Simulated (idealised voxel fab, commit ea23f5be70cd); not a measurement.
The name of this process module is voxel released beams.
Section shown: cut. Width: 300 nm. Cell size: 5 nm, square.
Format of a cross-section: grid, square cells. Given as bands. Order: top down. Band: one or more rows of cells. Heights first: top, then bottom, in nm. Then materials, left to right, each with a width in nm. "throughout" on a single material: fills the band edge to edge. "air": empty space. Measure heights from 0. That's the level where, below it, the as-received wafer is all one material. The lowest band is bottomless and extends downward; write it as in "0 down". The width entry "30..40" should be interpreted row by row: the top row of cells in the band takes the first number, the bottom row takes the second number, and the change between adjacent rows is uniform throughout. Where the words "remained unchanged" appear for a step, the cross-section shows no cell changed by that step; every cell remained as before. Enclosed voids (no open way to top), threshold 8 cells or more, entry "Enclosed void inventory", notation width x height at distance, distance from left edge, nm. On each step's line, the part that comes after the settings is the simulator's own comment on the step. You can add "overlay nm" to a step's line. For a step with a mask, it describes how far the mask lay to the right of its planned position, and a negative number describes a lay to the left. Pairs follow: section before one process step, section after it down to the lowest changed band, step with settings underneath. Pairs may come from different runs of this module on the same starting wafer; continuity with the pair above only as stated in the "before" entry.
BEFORE
* 0 down | Si throughout
* Enclosed void inventory: none
POST-STEP APPEARANCE
* 10 to 0 | SiN throughout
* For the remainder of the cross-section, below 0, there is no change.
* Enclosed void inventory: none
What is the step between the two cross-sections above? CONFORMAL_DEP with material SiN, thk nm 10
before: nothing new to draw here, it's the after view of the pair just above.
POST-STEP APPEARANCE
* 30 to 10 | SiO2 throughout
* For the remainder of the cross-section, below 10, there is no change.
* Enclosed void inventory: none
What is the step between the two cross-sections above? DIRECTIONAL_DEP with material SiO2, thk nm 20
before: nothing new to draw here, it's the after view of the pair just above.
POST-STEP APPEARANCE
* 30 to 10 | SiO2 100 / air 40 / SiO2 160
* For the remainder of the cross-section, below 10, there is no change.
* Enclosed void inventory: none
What is the step between the two cross-sections above? MASKED_ETCH with tone open, mask id ANCHOR, width nm 40, etch materials SiO2, depth nm 20, overlay nm 0
before: nothing new to draw here, it's the after view of the pair just above.
POST-STEP APPEARANCE
* 45 to 30 | W 115 / air 10 / W 175
* 30 to 25 | SiO2 100 / W 15 / air 10 / W 15 / SiO2 160
* 25 to 10 | SiO2 100 / W 40 / SiO2 160
* For the remainder of the cross-section, below 10, there is no change.
* Enclosed void inventory: none
What is the step between the two cross-sections above? CONFORMAL_DEP with material W, thk nm 15
before: nothing new to draw here, it's the after view of the pair just above.
POST-STEP APPEARANCE
* 60 to 45 | aC 115 / air 10 / aC 175
* 45 to 40 | W 115 / air 10 / W 175
* 40 to 30 | W 115 / aC 10 / W 175
* 30 to 25 | SiO2 100 / W 15 / aC 10 / W 15 / SiO2 160
* For the remainder of the cross-section, below 25, there is no change.
* Enclosed void inventory: none
What is the step between the two cross-sections above? DIRECTIONAL_DEP with material aC, thk nm 15
before: nothing new to draw here, it's the after view of the pair just above.
POST-STEP APPEARANCE
* 90 to 60 | air 95 / resist 100 / air 105
* 60 to 45 | aC 115 / resist 10 / aC 175
* 45 to 40 | W 115 / resist 10 / W 175
* For the remainder of the cross-section, below 40, there is no change.
* Enclosed void inventory: none
What is the step between the two cross-sections above? PATTERN with tone cover, mask id BEAM, material resist, width nm 100, thk nm 30, overlay nm 0
before: nothing new to draw here, it's the after view of the pair just above.
POST-STEP APPEARANCE
* 75 to 60 | air 95 / resist 100 / air 105
* 60 to 45 | air 95 / aC 20 / resist 10 / aC 70 / air 105
* For the remainder of the cross-section, below 45, there is no change.
* Enclosed void inventory: none
What is the step between the two cross-sections above? DIRECTIONAL_ETCH with etch materials aC, depth nm 15
before: nothing new to draw here, it's the after view of the pair just above.
POST-STEP APPEARANCE
* 60 to 45 | air 95 / aC 20 / air 10 / aC 70 / air 105
* 45 to 40 | W 115 / air 10 / W 175
* For the remainder of the cross-section, below 40, there is no change.
* Enclosed void inventory: none
What is the step between the two cross-sections above? STRIP with etch materials resist
before: nothing new to draw here, it's the after view of the pair just above.
POST-STEP APPEARANCE
* 60 to 45 | air 95 / aC 20 / air 10 / aC 70 / air 105
* 45 to 40 | air 95 / W 20 / air 10 / W 70 / air 105
* 40 to 30 | air 95 / W 20 / aC 10 / W 70 / air 105
* For the remainder of the cross-section, below 30, there is no change.
* Enclosed void inventory: none
What is the step between the two cross-sections above? DIRECTIONAL_ETCH with etch materials W, depth nm 15
before: nothing new to draw here, it's the after view of the pair just above.
POST-STEP APPEARANCE
* 45 to 30 | air 95 / W 20 / air 10 / W 70 / air 105
* 30 to 25 | SiO2 100 / W 15 / air 10 / W 15 / SiO2 160
* For the remainder of the cross-section, below 25, there is no change.
* Enclosed void inventory: none
What is the step between the two cross-sections above? STRIP with etch materials aC
before: nothing new to draw here, it's the after view of the pair just above.
POST-STEP APPEARANCE
* 45 to 30 | air 95 / W 20 / air 10 / W 70 / air 105
* 30 to 25 | air 100 / W 15 / air 10 / W 15 / air 160
* 25 to 10 | air 100 / W 40 / air 160
* For the remainder of the cross-section, below 10, there is no change.
* Enclosed void inventory: none
What is the step between the two cross-sections above? STRIP with etch materials SiO2
BEFORE
* 0 down | Si throughout
* Enclosed void inventory: none
POST-STEP APPEARANCE
* 20 to 0 | SiO2 throughout
* For the remainder of the cross-section, below 0, there is no change.
* Enclosed void inventory: none
What is the step between the two cross-sections above? DIRECTIONAL_DEP with material SiO2, thk nm 20
before: nothing new to draw here, it's the after view of the pair just above.
POST-STEP APPEARANCE
* 20 to 0 | SiO2 100 / air 40 / SiO2 160
* For the remainder of the cross-section, below 0, there is no change.
* Enclosed void inventory: none
What is the step between the two cross-sections above? MASKED_ETCH with tone open, mask id ANCHOR, width nm 40, etch materials SiO2, depth nm 20, overlay nm 0
before: nothing new to draw here, it's the after view of the pair just above.
POST-STEP APPEARANCE
* 35 to 20 | W 115 / air 10 / W 175
* 20 to 15 | SiO2 100 / W 15 / air 10 / W 15 / SiO2 160
* 15 to 0 | SiO2 100 / W 40 / SiO2 160
* For the remainder of the cross-section, below 0, there is no change.
* Enclosed void inventory: none
What is the step between the two cross-sections above? CONFORMAL_DEP with material W, thk nm 15
before: nothing new to draw here, it's the after view of the pair just above.
POST-STEP APPEARANCE
* 50 to 35 | aC 115 / air 10 / aC 175
* 35 to 30 | W 115 / air 10 / W 175
* 30 to 20 | W 115 / aC 10 / W 175
* 20 to 15 | SiO2 100 / W 15 / aC 10 / W 15 / SiO2 160
* For the remainder of the cross-section, below 15, there is no change.
* Enclosed void inventory: none
What is the step between the two cross-sections above? DIRECTIONAL_DEP with material aC, thk nm 15
before: nothing new to draw here, it's the after view of the pair just above.
POST-STEP APPEARANCE
* 80 to 50 | air 95 / resist 100 / air 105
* 50 to 35 | aC 115 / resist 10 / aC 175
* 35 to 30 | W 115 / resist 10 / W 175
* For the remainder of the cross-section, below 30, there is no change.
* Enclosed void inventory: none
What is the step between the two cross-sections above? PATTERN with tone cover, mask id BEAM, material resist, width nm 100, thk nm 30, overlay nm 0
before: nothing new to draw here, it's the after view of the pair just above.
POST-STEP APPEARANCE
* 65 to 50 | air 95 / resist 100 / air 105
* 50 to 35 | air 95 / aC 20 / resist 10 / aC 70 / air 105
* For the remainder of the cross-section, below 35, there is no change.
* Enclosed void inventory: none
What is the step between the two cross-sections above? DIRECTIONAL_ETCH with etch materials aC, depth nm 15
before: nothing new to draw here, it's the after view of the pair just above.
POST-STEP APPEARANCE
* 50 to 35 | air 95 / aC 20 / air 10 / aC 70 / air 105
* 35 to 30 | W 115 / air 10 / W 175
* For the remainder of the cross-section, below 30, there is no change.
* Enclosed void inventory: none
What is the step between the two cross-sections above? STRIP with etch materials resist
before: nothing new to draw here, it's the after view of the pair just above.
POST-STEP APPEARANCE
* 50 to 35 | air 95 / aC 20 / air 10 / aC 70 / air 105
* 35 to 30 | air 95 / W 20 / air 10 / W 70 / air 105
* 30 to 20 | air 95 / W 20 / aC 10 / W 70 / air 105
* For the remainder of the cross-section, below 20, there is no change.
* Enclosed void inventory: none
What is the step between the two cross-sections above? DIRECTIONAL_ETCH with etch materials W, depth nm 15
before: nothing new to draw here, it's the after view of the pair just above.
POST-STEP APPEARANCE
* 35 to 20 | air 95 / W 20 / air 10 / W 70 / air 105
* 20 to 15 | SiO2 100 / W 15 / air 10 / W 15 / SiO2 160
* For the remainder of the cross-section, below 15, there is no change.
* Enclosed void inventory: none
What is the step between the two cross-sections above? STRIP with etch materials aC
before: nothing new to draw here, it's the after view of the pair just above.
POST-STEP APPEARANCE
* 35 to 20 | air 95 / W 20 / air 10 / W 70 / air 105
* 20 to 15 | air 100 / W 15 / air 10 / W 15 / air 160
* 15 to 0 | air 100 / W 40 / air 160
* For the remainder of the cross-section, below 0, there is no change.
* Enclosed void inventory: none
What is the step between the two cross-sections above? STRIP with etch materials SiO2
BEFORE
* 45 to 30 | W 115 / air 10 / W 175
* 30 to 25 | SiO2 100 / W 15 / air 10 / W 15 / SiO2 160
* 25 to 10 | SiO2 100 / W 40 / SiO2 160
* 10 to 0 | SiN throughout
* 0 down | Si throughout
* Enclosed void inventory: none
POST-STEP APPEARANCE
* 60 to 30 | W throughout
* 30 to 10 | SiO2 100 / W 40 / SiO2 160
* For the remainder of the cross-section, below 10, there is no change.
* Enclosed void inventory: none
What is the step between the two cross-sections above? CONFORMAL_DEP with material W, thk nm 15
before: nothing new to draw here, it's the after view of the pair just above.
POST-STEP APPEARANCE
* 75 to 60 | aC throughout
* For the remainder of the cross-section, below 60, there is no change.
* Enclosed void inventory: none
What is the step between the two cross-sections above? DIRECTIONAL_DEP with material aC, thk nm 15
before: nothing new to draw here, it's the after view of the pair just above.
POST-STEP APPEARANCE
* 105 to 75 | air 95 / resist 100 / air 105
* For the remainder of the cross-section, below 75, there is no change.
* Enclosed void inventory: none
What is the step between the two cross-sections above? PATTERN with tone cover, mask id BEAM, material resist, width nm 100, thk nm 30, overlay nm 0
before: nothing new to draw here, it's the after view of the pair just above.
POST-STEP APPEARANCE
* 90 to 75 | air 95 / resist 100 / air 105
* 75 to 60 | air 95 / aC 100 / air 105
* For the remainder of the cross-section, below 60, there is no change.
* Enclosed void inventory: none
What is the step between the two cross-sections above? DIRECTIONAL_ETCH with etch materials aC, depth nm 15
before: nothing new to draw here, it's the after view of the pair just above.
POST-STEP APPEARANCE
* 75 to 60 | air 95 / aC 100 / air 105
* For the remainder of the cross-section, below 60, there is no change.
* Enclosed void inventory: none
What is the step between the two cross-sections above? STRIP with etch materials resist
before: nothing new to draw here, it's the after view of the pair just above.
POST-STEP APPEARANCE
* 75 to 60 | air 95 / aC 100 / air 105
* 60 to 45 | air 95 / W 100 / air 105
* For the remainder of the cross-section, below 45, there is no change.
* Enclosed void inventory: none
What is the step between the two cross-sections above? DIRECTIONAL_ETCH with etch materials W, depth nm 15
before: nothing new to draw here, it's the after view of the pair just above.
POST-STEP APPEARANCE
* 60 to 45 | air 95 / W 100 / air 105
* For the remainder of the cross-section, below 45, there is no change.
* Enclosed void inventory: none
What is the step between the two cross-sections above? STRIP with etch materials aC
BEFORE
* 20 to 0 | SiO2 throughout
* 0 down | Si throughout
* Enclosed void inventory: none
POST-STEP APPEARANCE
* 30 to 20 | SiN throughout
* For the remainder of the cross-section, below 20, there is no change.
* Enclosed void inventory: none
What is the step between the two cross-sections above? CONFORMAL_DEP with material SiN, thk nm 10
before: nothing new to draw here, it's the after view of the pair just above.
POST-STEP APPEARANCE
* 45 to 30 | W throughout
* For the remainder of the cross-section, below 30, there is no change.
* Enclosed void inventory: none
What is the step between the two cross-sections above? CONFORMAL_DEP with material W, thk nm 15
before: nothing new to draw here, it's the after view of the pair just above.
POST-STEP APPEARANCE
* 60 to 45 | aC throughout
* For the remainder of the cross-section, below 45, there is no change.
* Enclosed void inventory: none
What is the step between the two cross-sections above? DIRECTIONAL_DEP with material aC, thk nm 15
before: nothing new to draw here, it's the after view of the pair just above.
POST-STEP APPEARANCE
* 90 to 60 | air 95 / resist 100 / air 105
* For the remainder of the cross-section, below 60, there is no change.
* Enclosed void inventory: none
What is the step between the two cross-sections above? PATTERN with tone cover, mask id BEAM, material resist, width nm 100, thk nm 30, overlay nm 0
before: nothing new to draw here, it's the after view of the pair just above.
POST-STEP APPEARANCE
* 75 to 60 | air 95 / resist 100 / air 105
* 60 to 45 | air 95 / aC 100 / air 105
* For the remainder of the cross-section, below 45, there is no change.
* Enclosed void inventory: none
What is the step between the two cross-sections above? DIRECTIONAL_ETCH with etch materials aC, depth nm 15
before: nothing new to draw here, it's the after view of the pair just above.
POST-STEP APPEARANCE
* 60 to 45 | air 95 / aC 100 / air 105
* For the remainder of the cross-section, below 45, there is no change.
* Enclosed void inventory: none
What is the step between the two cross-sections above? STRIP with etch materials resist
before: nothing new to draw here, it's the after view of the pair just above.
POST-STEP APPEARANCE
* 60 to 45 | air 95 / aC 100 / air 105
* 45 to 30 | air 95 / W 100 / air 105
* For the remainder of the cross-section, below 30, there is no change.
* Enclosed void inventory: none
What is the step between the two cross-sections above? DIRECTIONAL_ETCH with etch materials W, depth nm 15
before: nothing new to draw here, it's the after view of the pair just above.
POST-STEP APPEARANCE
* 45 to 30 | air 95 / W 100 / air 105
* For the remainder of the cross-section, below 30, there is no change.
* Enclosed void inventory: none
What is the step between the two cross-sections above? STRIP with etch materials aC
BEFORE
* 0 down | Si throughout
* Enclosed void inventory: none
POST-STEP APPEARANCE
* 15 to 0 | SiN throughout
* For the remainder of the cross-section, below 0, there is no change.
* Enclosed void inventory: none
What is the step between the two cross-sections above? CONFORMAL_DEP with material SiN, thk nm 15
before: nothing new to draw here, it's the after view of the pair just above.
POST-STEP APPEARANCE
* 35 to 15 | SiO2 throughout
* For the remainder of the cross-section, below 15, there is no change.
* Enclosed void inventory: none
What is the step between the two cross-sections above? DIRECTIONAL_DEP with material SiO2, thk nm 20
before: nothing new to draw here, it's the after view of the pair just above.
POST-STEP APPEARANCE
* 35 to 15 | SiO2 100 / air 40 / SiO2 160
* For the remainder of the cross-section, below 15, there is no change.
* Enclosed void inventory: none
What is the step between the two cross-sections above? MASKED_ETCH with tone open, mask id ANCHOR, width nm 40, etch materials SiO2, depth nm 20, overlay nm 0
before: nothing new to draw here, it's the after view of the pair just above.
POST-STEP APPEARANCE
* 50 to 35 | W 115 / air 10 / W 175
* 35 to 30 | SiO2 100 / W 15 / air 10 / W 15 / SiO2 160
* 30 to 15 | SiO2 100 / W 40 / SiO2 160
* For the remainder of the cross-section, below 15, there is no change.
* Enclosed void inventory: none
What is the step between the two cross-sections above? CONFORMAL_DEP with material W, thk nm 15
before: nothing new to draw here, it's the after view of the pair just above.
POST-STEP APPEARANCE
* 65 to 50 | aC 115 / air 10 / aC 175
* 50 to 45 | W 115 / air 10 / W 175
* 45 to 35 | W 115 / aC 10 / W 175
* 35 to 30 | SiO2 100 / W 15 / aC 10 / W 15 / SiO2 160
* For the remainder of the cross-section, below 30, there is no change.
* Enclosed void inventory: none
What is the step between the two cross-sections above? DIRECTIONAL_DEP with material aC, thk nm 15
before: nothing new to draw here, it's the after view of the pair just above.
POST-STEP APPEARANCE
* 95 to 65 | air 95 / resist 100 / air 105
* 65 to 50 | aC 115 / resist 10 / aC 175
* 50 to 45 | W 115 / resist 10 / W 175
* For the remainder of the cross-section, below 45, there is no change.
* Enclosed void inventory: none
What is the step between the two cross-sections above? PATTERN with tone cover, mask id BEAM, material resist, width nm 100, thk nm 30, overlay nm 0
before: nothing new to draw here, it's the after view of the pair just above.
POST-STEP APPEARANCE
* 80 to 65 | air 95 / resist 100 / air 105
* 65 to 50 | air 95 / aC 20 / resist 10 / aC 70 / air 105
* For the remainder of the cross-section, below 50, there is no change.
* Enclosed void inventory: none
What is the step between the two cross-sections above? DIRECTIONAL_ETCH with etch materials aC, depth nm 15
before: nothing new to draw here, it's the after view of the pair just above.
POST-STEP APPEARANCE
* 65 to 50 | air 95 / aC 20 / air 10 / aC 70 / air 105
* 50 to 45 | W 115 / air 10 / W 175
* For the remainder of the cross-section, below 45, there is no change.
* Enclosed void inventory: none
What is the step between the two cross-sections above? STRIP with etch materials resist
before: nothing new to draw here, it's the after view of the pair just above.
POST-STEP APPEARANCE
* 65 to 50 | air 95 / aC 20 / air 10 / aC 70 / air 105
* 50 to 45 | air 95 / W 20 / air 10 / W 70 / air 105
* 45 to 35 | air 95 / W 20 / aC 10 / W 70 / air 105
* For the remainder of the cross-section, below 35, there is no change.
* Enclosed void inventory: none
What is the step between the two cross-sections above? DIRECTIONAL_ETCH with etch materials W, depth nm 15
before: nothing new to draw here, it's the after view of the pair just above.
POST-STEP APPEARANCE
* 50 to 35 | air 95 / W 20 / air 10 / W 70 / air 105
* 35 to 30 | SiO2 100 / W 15 / air 10 / W 15 / SiO2 160
* For the remainder of the cross-section, below 30, there is no change.
* Enclosed void inventory: none
What is the step between the two cross-sections above? STRIP with etch materials aC
before: nothing new to draw here, it's the after view of the pair just above.
POST-STEP APPEARANCE
* 50 to 35 | air 95 / W 20 / air 10 / W 70 / air 105
* 35 to 30 | air 100 / W 15 / air 10 / W 15 / air 160
* 30 to 15 | air 100 / W 40 / air 160
* For the remainder of the cross-section, below 15, there is no change.
* Enclosed void inventory: none
What is the step between the two cross-sections above? STRIP with etch materials SiO2
BEFORE
* 60 to 45 | aC 115 / air 10 / aC 175
* 45 to 40 | W 115 / air 10 / W 175
* 40 to 30 | W 115 / aC 10 / W 175
* 30 to 25 | SiO2 100 / W 15 / aC 10 / W 15 / SiO2 160
* 25 to 10 | SiO2 100 / W 40 / SiO2 160
* 10 to 0 | SiN throughout
* 0 down | Si throughout
* Enclosed void inventory: none
POST-STEP APPEARANCE
* 90 to 60 | air 100 / resist 90 / air 110
* 60 to 45 | aC 115 / resist 10 / aC 175
* 45 to 40 | W 115 / resist 10 / W 175
* For the remainder of the cross-section, below 40, there is no change.
* Enclosed void inventory: none
What is the step between the two cross-sections above? PATTERN with tone cover, mask id BEAM, material resist, width nm 90, thk nm 30, overlay nm 0
before: nothing new to draw here, it's the after view of the pair just above.
POST-STEP APPEARANCE
* 75 to 60 | air 100 / resist 90 / air 110
* 60 to 45 | air 100 / aC 15 / resist 10 / aC 65 / air 110
* For the remainder of the cross-section, below 45, there is no change.
* Enclosed void inventory: none
What is the step between the two cross-sections above? DIRECTIONAL_ETCH with etch materials aC, depth nm 15
before: nothing new to draw here, it's the after view of the pair just above.
POST-STEP APPEARANCE
* 60 to 45 | air 100 / aC 15 / air 10 / aC 65 / air 110
* 45 to 40 | W 115 / air 10 / W 175
* For the remainder of the cross-section, below 40, there is no change.
* Enclosed void inventory: none
What is the step between the two cross-sections above? STRIP with etch materials resist
before: nothing new to draw here, it's the after view of the pair just above.
POST-STEP APPEARANCE
* 60 to 45 | air 100 / aC 15 / air 10 / aC 65 / air 110
* 45 to 40 | air 100 / W 15 / air 10 / W 65 / air 110
* 40 to 30 | air 100 / W 15 / aC 10 / W 65 / air 110
* For the remainder of the cross-section, below 30, there is no change.
* Enclosed void inventory: none
What is the step between the two cross-sections above? DIRECTIONAL_ETCH with etch materials W, depth nm 15
before: nothing new to draw here, it's the after view of the pair just above.
POST-STEP APPEARANCE
* 45 to 30 | air 100 / W 15 / air 10 / W 65 / air 110
* 30 to 25 | SiO2 100 / W 15 / air 10 / W 15 / SiO2 160
* For the remainder of the cross-section, below 25, there is no change.
* Enclosed void inventory: none
What is the step between the two cross-sections above? STRIP with etch materials aC
before: nothing new to draw here, it's the after view of the pair just above.
POST-STEP APPEARANCE
* 45 to 30 | air 100 / W 15 / air 10 / W 65 / air 110
* 30 to 25 | air 100 / W 15 / air 10 / W 15 / air 160
* 25 to 10 | air 100 / W 40 / air 160
* For the remainder of the cross-section, below 10, there is no change.
* Enclosed void inventory: none
What is the step between the two cross-sections above? STRIP with etch materials SiO2
BEFORE
* 60 to 45 | aC 115 / air 10 / aC 175
* 45 to 40 | W 115 / air 10 / W 175
* 40 to 30 | W 115 / aC 10 / W 175
* 30 to 25 | SiO2 100 / W 15 / aC 10 / W 15 / SiO2 160
* 25 to 10 | SiO2 100 / W 40 / SiO2 160
* 10 to 0 | SiN throughout
* 0 down | Si throughout
* Enclosed void inventory: none
POST-STEP APPEARANCE
* 90 to 60 | air 100 / resist 100 / air 100
* 60 to 45 | aC 115 / resist 10 / aC 175
* 45 to 40 | W 115 / resist 10 / W 175
* For the remainder of the cross-section, below 40, there is no change.
* Enclosed void inventory: none
What is the step between the two cross-sections above? PATTERN with tone cover, mask id BEAM, material resist, width nm 100, thk nm 30, overlay nm 5
before: nothing new to draw here, it's the after view of the pair just above.
POST-STEP APPEARANCE
* 75 to 60 | air 100 / resist 100 / air 100
* 60 to 45 | air 100 / aC 15 / resist 10 / aC 75 / air 100
* For the remainder of the cross-section, below 45, there is no change.
* Enclosed void inventory: none
What is the step between the two cross-sections above? DIRECTIONAL_ETCH with etch materials aC, depth nm 15
before: nothing new to draw here, it's the after view of the pair just above.
POST-STEP APPEARANCE
* 60 to 45 | air 100 / aC 15 / air 10 / aC 75 / air 100
* 45 to 40 | W 115 / air 10 / W 175
* For the remainder of the cross-section, below 40, there is no change.
* Enclosed void inventory: none
What is the step between the two cross-sections above? STRIP with etch materials resist
before: nothing new to draw here, it's the after view of the pair just above.
POST-STEP APPEARANCE
* 60 to 45 | air 100 / aC 15 / air 10 / aC 75 / air 100
* 45 to 40 | air 100 / W 15 / air 10 / W 75 / air 100
* 40 to 30 | air 100 / W 15 / aC 10 / W 75 / air 100
* For the remainder of the cross-section, below 30, there is no change.
* Enclosed void inventory: none
What is the step between the two cross-sections above? DIRECTIONAL_ETCH with etch materials W, depth nm 15
before: nothing new to draw here, it's the after view of the pair just above.
POST-STEP APPEARANCE
* 45 to 30 | air 100 / W 15 / air 10 / W 75 / air 100
* 30 to 25 | SiO2 100 / W 15 / air 10 / W 15 / SiO2 160
* For the remainder of the cross-section, below 25, there is no change.
* Enclosed void inventory: none
What is the step between the two cross-sections above? STRIP with etch materials aC
before: nothing new to draw here, it's the after view of the pair just above.
POST-STEP APPEARANCE
* 45 to 30 | air 100 / W 15 / air 10 / W 75 / air 100
* 30 to 25 | air 100 / W 15 / air 10 / W 15 / air 160
* 25 to 10 | air 100 / W 40 / air 160
* For the remainder of the cross-section, below 10, there is no change.
* Enclosed void inventory: none
What is the step between the two cross-sections above? STRIP with etch materials SiO2
BEFORE
* 45 to 30 | W 115 / air 10 / W 175
* 30 to 25 | SiO2 100 / W 15 / air 10 / W 15 / SiO2 160
* 25 to 10 | SiO2 100 / W 40 / SiO2 160
* 10 to 0 | SiN throughout
* 0 down | Si throughout
* Enclosed void inventory: none
POST-STEP APPEARANCE
* 60 to 45 | SiN 115 / air 10 / SiN 175
* 45 to 40 | W 115 / air 10 / W 175
* 40 to 30 | W 115 / SiN 10 / W 175
* 30 to 25 | SiO2 100 / W 15 / SiN 10 / W 15 / SiO2 160
* For the remainder of the cross-section, below 25, there is no change.
* Enclosed void inventory: none
What is the step between the two cross-sections above? DIRECTIONAL_DEP with material SiN, thk nm 15
before: nothing new to draw here, it's the after view of the pair just above.
POST-STEP APPEARANCE
* 90 to 60 | air 95 / resist 100 / air 105
* 60 to 45 | SiN 115 / resist 10 / SiN 175
* 45 to 40 | W 115 / resist 10 / W 175
* For the remainder of the cross-section, below 40, there is no change.
* Enclosed void inventory: none
What is the step between the two cross-sections above? PATTERN with tone cover, mask id BEAM, material resist, width nm 100, thk nm 30, overlay nm 0
before: nothing new to draw here, it's the after view of the pair just above.
POST-STEP APPEARANCE
* 75 to 60 | air 95 / resist 100 / air 105
* For the remainder of the cross-section, below 60, there is no change.
* Enclosed void inventory: none
What is the step between the two cross-sections above? DIRECTIONAL_ETCH with etch materials aC, depth nm 15
before: nothing new to draw here, it's the after view of the pair just above.
POST-STEP APPEARANCE
* 60 to 45 | SiN 115 / air 10 / SiN 175
* 45 to 40 | W 115 / air 10 / W 175
* For the remainder of the cross-section, below 40, there is no change.
* Enclosed void inventory: none
What is the step between the two cross-sections above? STRIP with etch materials resist
BEFORE
* 30 to 10 | SiO2 throughout
* 10 to 0 | SiN throughout
* 0 down | Si throughout
* Enclosed void inventory: none
POST-STEP APPEARANCE
* 30 to 10 | air 100 / SiO2 40 / air 160
* For the remainder of the cross-section, below 10, there is no change.
* Enclosed void inventory: none
What is the step between the two cross-sections above? MASKED_ETCH with tone cover, mask id ANCHOR, width nm 40, etch materials SiO2, depth nm 20, overlay nm 0
before: nothing new to draw here, it's the after view of the pair just above.
POST-STEP APPEARANCE
* 45 to 30 | air 85 / W 70 / air 145
* 30 to 25 | air 85 / W 15 / SiO2 40 / W 15 / air 145
* 25 to 10 | W 100 / SiO2 40 / W 160
* For the remainder of the cross-section, below 10, there is no change.
* Enclosed void inventory: none
What is the step between the two cross-sections above? CONFORMAL_DEP with material W, thk nm 15
before: nothing new to draw here, it's the after view of the pair just above.
POST-STEP APPEARANCE
* 60 to 45 | air 85 / aC 70 / air 145
* 45 to 40 | air 85 / W 70 / air 145
* 40 to 30 | aC 85 / W 70 / aC 145
* 30 to 25 | aC 85 / W 15 / SiO2 40 / W 15 / aC 145
* For the remainder of the cross-section, below 25, there is no change.
* Enclosed void inventory: none
What is the step between the two cross-sections above? DIRECTIONAL_DEP with material aC, thk nm 15
before: nothing new to draw here, it's the after view of the pair just above.
POST-STEP APPEARANCE
* 90 to 60 | air 95 / resist 100 / air 105
* 60 to 45 | air 85 / aC 70 / resist 40 / air 105
* 45 to 40 | air 85 / W 70 / resist 40 / air 105
* For the remainder of the cross-section, below 40, there is no change.
* Enclosed void inventory: none
What is the step between the two cross-sections above? PATTERN with tone cover, mask id BEAM, material resist, width nm 100, thk nm 30, overlay nm 0
before: nothing new to draw here, it's the after view of the pair just above.
POST-STEP APPEARANCE
* 75 to 60 | air 95 / resist 100 / air 105
* 60 to 45 | air 95 / aC 60 / resist 40 / air 105
* 45 to 40 | air 85 / W 70 / resist 40 / air 105
* 40 to 30 | air 85 / W 70 / aC 40 / air 105
* 30 to 25 | air 85 / W 15 / SiO2 40 / W 15 / aC 40 / air 105
* For the remainder of the cross-section, below 25, there is no change.
* Enclosed void inventory: none
What is the step between the two cross-sections above? DIRECTIONAL_ETCH with etch materials aC, depth nm 15
before: nothing new to draw here, it's the after view of the pair just above.
POST-STEP APPEARANCE
* 60 to 45 | air 95 / aC 60 / air 145
* 45 to 40 | air 85 / W 70 / air 145
* For the remainder of the cross-section, below 40, there is no change.
* Enclosed void inventory: none
What is the step between the two cross-sections above? STRIP with etch materials resist
before: nothing new to draw here, it's the after view of the pair just above.
POST-STEP APPEARANCE
* 60 to 45 | air 95 / aC 60 / air 145
* 45 to 40 | air 95 / W 60 / air 145
* 40 to 30 | air 95 / W 60 / aC 40 / air 105
* 30 to 25 | air 85 / W 15 / SiO2 40 / W 15 / aC 40 / air 105
* 25 to 10 | air 85 / W 15 / SiO2 40 / W 55 / air 105
* For the remainder of the cross-section, below 10, there is no change.
* Enclosed void inventory: none
What is the step between the two cross-sections above? DIRECTIONAL_ETCH with etch materials W, depth nm 15
before: nothing new to draw here, it's the after view of the pair just above.
POST-STEP APPEARANCE
* 45 to 30 | air 95 / W 60 / air 145
* 30 to 25 | air 85 / W 15 / SiO2 40 / W 15 / air 145
* For the remainder of the cross-section, below 25, there is no change.
* Enclosed void inventory: none
What is the step between the two cross-sections above? STRIP with etch materials aC
